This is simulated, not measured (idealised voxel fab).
Process module, titled voxel transistor to metal
The width of the displayed cross-section, cut, is 170 nm; its cells are square, with a size of 5 nm.
In what follows, cross-sections appear as grids of square cells, described through bands that run from the top down, where every band is one or more rows of cells. Top, bottom (nm), then materials left to right with widths (nm); lone material tagged "edge to edge" fills the whole band edge to edge; "empty" = empty space. Heights are reckoned from 0. Under this level, the received wafer is all of one material. The bottommost band is open-ended downward, for example "0..down". A width given as "30..40" starts at the first number in the band's top row and ends at the second number in its bottom row, shifting by an equal amount at every step from row to row. Key: "changes: none" - step with no changed cell in the cross-section. Closed empty spaces (no open way to the top) of 8 cells or more are what "Enclosed void catalog" lists, each as width x height at distance from the left edge, nm for all three. Text after the settings on a step's line: the simulator's own remark on that step. On any step carrying a mask, the "overlay nm" setting, if present on the step's line, tells how far right of its planned place the mask lay; negative values point to the left.

**Planned process steps**
1. op RECEIVE | material Si
2. op OXIDIZE | depth nm 5
3. op CONFORMAL_DEP | material SiN | thk nm 15
4. op DIRECTIONAL_DEP | material aC | thk nm 15
5. op PATTERN | tone cover | mask id ACTIVE | material resist | width nm 115 | thk nm 30 | overlay nm 0
6. op DIRECTIONAL_ETCH | etch materials aC | depth nm 15
7. op STRIP | etch materials resist
8. op DIRECTIONAL_ETCH | etch materials SiN | depth nm 15
9. op DIRECTIONAL_ETCH | etch materials SiO2 | depth nm 5
10. op DIRECTIONAL_ETCH | etch materials Si | depth nm 30
11. op STRIP | etch materials aC
12. op OXIDIZE | depth nm 5
13. op FILL_DEP | material SiO2 | thk nm 5
14. op CMP | height nm 15
15. op SELECTIVE_ETCH | etch materials SiO2 | depth nm 10
16. op STRIP | etch materials SiN
17. op SELECTIVE_ETCH | etch materials SiO2 | depth nm 5
18. op OXIDIZE | depth nm 5
19. op DIRECTIONAL_DEP | material polySi | thk nm 30
20. op DIRECTIONAL_DEP | material SiCN | thk nm 10
21. op DIRECTIONAL_DEP | material aC | thk nm 10
22. op PATTERN | tone cover | mask id GATE | material resist | width nm 25 | thk nm 30 | overlay nm 0
23. op DIRECTIONAL_ETCH | etch materials aC | depth nm 10
24. op STRIP | etch materials resist
25. op DIRECTIONAL_ETCH | etch materials SiCN | depth nm 20
26. op DIRECTIONAL_ETCH | etch materials polySi | depth nm 40
27. op STRIP | etch materials aC
28. op CONFORMAL_DEP | material SiO2 | thk nm 5
29. op DIRECTIONAL_ETCH | etch materials SiO2 | depth nm 5
30. op CONFORMAL_DEP | material SiN | thk nm 5
31. op DIRECTIONAL_ETCH | etch materials SiN | depth nm 5
32. op DIRECTIONAL_ETCH | etch materials SiO2 | depth nm 5
33. op EPI | material nSi | thk nm 5
34. op FILL_DEP | material SiO2 | thk nm 5
35. op CMP | height nm 35
36. op DIRECTIONAL_DEP | material SiO2 | thk nm 10
37. op DIRECTIONAL_DEP | material aC | thk nm 10
38. op PATTERN | tone open | mask id CONTACT | material resist | width nm 30 | pitch nm 65 | thk nm 30 | overlay nm 0
39. op DIRECTIONAL_ETCH | etch materials aC | depth nm 10
40. op STRIP | etch materials resist
41. op DIRECTIONAL_ETCH | etch materials SiO2 | depth nm 50
42. op STRIP | etch materials aC
43. op CONFORMAL_DEP | material TiN | thk nm 5
44. op FILL_DEP | material Ru | thk nm 10
45. op CMP | height nm 45
46. op DIRECTIONAL_DEP | material TiN | thk nm 5
47. op DIRECTIONAL_DEP | material Ru | thk nm 20
48. op MASKED_ETCH | tone cover | mask id METAL_1 | width nm 15 | pitch nm 80 | etch materials Ru | depth nm 20 | overlay nm 0
49. op MASKED_ETCH | tone cover | mask id METAL_1 | width nm 15 | pitch nm 80 | etch materials TiN | depth nm 5 | overlay nm 0
50. op FILL_DEP | material SiO2 | thk nm 10
51. op CMP | height nm 70
52. op CONFORMAL_DEP | material SiCN | thk nm 5
53. op DIRECTIONAL_DEP | material SiO2 | thk nm 30
54. op MASKED_ETCH | tone open | mask id METAL_2 | width nm 15 | pitch nm 80 | etch materials SiO2 | depth nm 15 | overlay nm 0
55. op DIRECTIONAL_DEP | material aC | thk nm 10
56. op PATTERN | tone open | mask id METAL_2_HOLES | material resist | width nm 15 | pitch nm 80 | thk nm 25 | overlay nm 0
57. op DIRECTIONAL_ETCH | etch materials aC | depth nm 10
58. op STRIP | etch materials resist
59. op DIRECTIONAL_ETCH | etch materials SiO2 | depth nm 15
60. op DIRECTIONAL_ETCH | etch materials SiCN | depth nm 5
61. op STRIP | etch materials aC
62. op CONFORMAL_DEP | material TiN | thk nm 5
63. op FILL_DEP | material Cu | thk nm 10
64. op CMP | height nm 105
65. op CONFORMAL_DEP | material SiN | thk nm 5

**Cross-section of the incoming wafer, state after step 1**
0..down = Si edge to edge
Enclosed void catalog: none

**Result of the module, cross-sectioned: start per above, plan per above, one error in how it was run**
110..105 = SiN edge to edge
105..75 = SiO2: 35  TiN: 5  Cu: 5  TiN: 5  SiO2: 65  TiN: 5  Cu: 5  TiN: 5  SiO2: 40
75..70 = SiCN: 35  TiN: 15  SiCN: 65  TiN: 15  SiCN: 40
70..50 = SiO2: 35  Ru: 15  SiO2: 65  Ru: 15  SiO2: 40
50..45 = SiO2: 35  TiN: 15  SiO2: 65  TiN: 15  SiO2: 40
45..35 = SiO2: 35  TiN: 5  Ru: 20..15  TiN: 5..10  SiO2: 35  TiN: 5..10  Ru: 20..15  TiN: 5  SiO2: 40
35..30 = SiO2: 35  TiN: 5  Ru: 15  TiN: 5  SiN: 5  SiO2: 5  SiCN: 25  SiO2: 5  SiN: 5  TiN: 5  Ru: 15  TiN: 5  SiO2: 40
30..5 = SiO2: 35  TiN: 5  Ru: 15  TiN: 5  SiN: 5  SiO2: 5  polySi: 25  SiO2: 5  SiN: 5  TiN: 5  Ru: 15  TiN: 5  SiO2: 40
5..0 = SiO2: 35  TiN: 25  SiN: 5  SiO2: 5  polySi: 25  SiO2: 5  SiN: 5  TiN: 25  SiO2: 40
0..-5 = SiO2: 25  nSi: 35  SiO2: 45  nSi: 35  SiO2: 30
-5..-40 = SiO2: 30  Si: 105  SiO2: 35
-40..down = Si edge to edge
Enclosed void catalog: none
The plan and the run diverged here: steps 16 and 17 got flipped, so each one ran where the other should have
